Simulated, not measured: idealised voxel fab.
Process module in this document: voxel capacitor over wiring
Section cut is 225 nm wide and gridded with 5 nm square cells.
Just so we're on the same page, the cross-sections are grids of square cells, and they're listed out in bands top to bottom, each band one or more rows deep. Quick guide to a band line: top height, bottom height (nm) up front; then every material left to right with its width in nm. Only one material and it's marked "all across"? Then it fills the band edge to edge. And "air" just means empty space. All heights in this document are referenced to 0, defined as the level beneath which the wafer, as received, consists entirely of one material. The lowest band is not bounded below; it extends indefinitely downward and is written in the form "0 and below". Width spec "30..40" -> top row of cells at first value, bottom row at second value, equal per-row change in between. Step note "no modifications" = no cross-section cell changed. If an empty space has no open way to the top and is at least 8 cells in size, "Closed void catalog" lists it, written width x height at distance, where distance is measured from the left edge and every value is in nm. Note: text after step settings on the step line = simulator remark on that step. When a step includes a mask, the "overlay nm" setting on its line states how far to the right of its planned place that mask lay, and negative values state how far to the left.

## These are the steps we planned for the process
1. RECEIVE, material Si
2. CONFORMAL_DEP, material SiO2, thk nm 10
3. CONFORMAL_DEP, material SiN, thk nm 5
4. DIRECTIONAL_DEP, material SiO2, thk nm 20
5. DIRECTIONAL_DEP, material aC, thk nm 15
6. PATTERN, tone open, mask id METAL_1, material resist, width nm 25, pitch nm 85, thk nm 35, overlay nm 0
7. DIRECTIONAL_ETCH, etch materials aC, depth nm 15
8. STRIP, etch materials resist
9. DIRECTIONAL_ETCH, etch materials SiO2, depth nm 20
10. DIRECTIONAL_ETCH, etch materials SiN, depth nm 5
11. STRIP, etch materials aC
12. CONFORMAL_DEP, material TiN, thk nm 5
13. FILL_DEP, material Cu, thk nm 10
14. CMP, height nm 35
15. CONFORMAL_DEP, material SiCN, thk nm 5
16. DIRECTIONAL_DEP, material lowk, thk nm 20
17. MASKED_ETCH, tone open, mask id PLUG_1, width nm 15, etch materials lowk, depth nm 20, overlay nm 0
18. MASKED_ETCH, tone open, mask id PLUG_1, width nm 15, etch materials SiCN, depth nm 5, overlay nm 0
19. CONFORMAL_DEP, material TiN, thk nm 5
20. FILL_DEP, material W, thk nm 5
21. CMP, height nm 60
22. DIRECTIONAL_DEP, material TiN, thk nm 10
23. DIRECTIONAL_DEP, material SiN, thk nm 5
24. DIRECTIONAL_DEP, material TiN, thk nm 10
25. PATTERN, tone cover, mask id UPPER_PLATE, material resist, width nm 65, thk nm 20, overlay nm 0
26. DIRECTIONAL_ETCH, etch materials TiN, depth nm 10
27. DIRECTIONAL_ETCH, etch materials SiN, depth nm 5
28. STRIP, etch materials resist
29. MASKED_ETCH, tone cover, mask id LOWER_PLATE, width nm 75, etch materials TiN, depth nm 10, overlay nm 0
30. FILL_DEP, material SiO2, thk nm 15
31. CMP, height nm 95
32. DIRECTIONAL_DEP, material aC, thk nm 10
33. PATTERN, tone open, mask id PLUG_2, material resist, width nm 15, thk nm 25, overlay nm 0
34. DIRECTIONAL_ETCH, etch materials aC, depth nm 10
35. STRIP, etch materials resist
36. DIRECTIONAL_ETCH, etch materials SiO2, depth nm 10
37. STRIP, etch materials aC
38. CONFORMAL_DEP, material TiN, thk nm 5
39. FILL_DEP, material Cu, thk nm 10
40. CMP, height nm 95
41. CONFORMAL_DEP, material SiCN, thk nm 5

## Incoming wafer, cross-sectional view, post step 1
- 0 and below  Si all across
- Closed void catalog: none

## First of two wafers at the end of the module, shown in cross-section; run carried out as planned
- 100 down to 95  SiCN all across
- 95 down to 90  75 nm SiO2, then 5 nm TiN, then 5 nm Cu, then 5 nm TiN, then 135 nm SiO2
- 90 down to 85  75 nm SiO2, then 15 nm TiN, then 135 nm SiO2
- 85 down to 75  65 nm SiO2, then 65 nm TiN, then 95 nm SiO2
- 75 down to 70  65 nm SiO2, then 65 nm SiN, then 95 nm SiO2
- 70 down to 60  60 nm SiO2, then 75 nm TiN, then 90 nm SiO2
- 60 down to 40  65 nm lowk, then 5 nm TiN, then 5 nm W, then 5 nm TiN, then 145 nm lowk
- 40 down to 35  65 nm SiCN, then 15 nm TiN, then 145 nm SiCN
- 35 down to 15  55 nm SiO2, then 5 nm TiN, then 15 nm Cu, then 5 nm TiN, then 60 nm SiO2, then 5 nm TiN, then 15 nm Cu, then 5 nm TiN, then 60 nm SiO2
- 15 down to 10  55 nm SiN, then 25 nm TiN, then 60 nm SiN, then 25 nm TiN, then 60 nm SiN
- 10 down to 0  SiO2 all across
- 0 and below  Si all across
- Closed void catalog: none

## The second wafer, shown in cross-section after the module: started the same way as the first and given the same plan, yet one mistake crept into how it was run
- 100 down to 95  SiCN all across
- 95 down to 90  75 nm SiO2, then 5 nm TiN, then 5 nm Cu, then 5 nm TiN, then 135 nm SiO2
- 90 down to 85  75 nm SiO2, then 15 nm TiN, then 135 nm SiO2
- 85 down to 75  65 nm SiO2, then 65 nm TiN, then 95 nm SiO2
- 75 down to 65  60 nm SiO2, then 75 nm TiN, then 90 nm SiO2
- 65 down to 60  SiN all across
- 60 down to 40  65 nm lowk, then 5 nm TiN, then 5 nm W, then 5 nm TiN, then 145 nm lowk
- 40 down to 35  65 nm SiCN, then 15 nm TiN, then 145 nm SiCN
- 35 down to 15  55 nm SiO2, then 5 nm TiN, then 15 nm Cu, then 5 nm TiN, then 60 nm SiO2, then 5 nm TiN, then 15 nm Cu, then 5 nm TiN, then 60 nm SiO2
- 15 down to 10  55 nm SiN, then 25 nm TiN, then 60 nm SiN, then 25 nm TiN, then 60 nm SiN
- 10 down to 0  SiO2 all across
- 0 and below  Si all across
- Closed void catalog: none
Short version of what went wrong: plan steps 22 and 23 run swapped
The second wafer ends with more or fewer cells of some materials than the first, per final count: SiN: 32 more; SiO2: 32 fewer
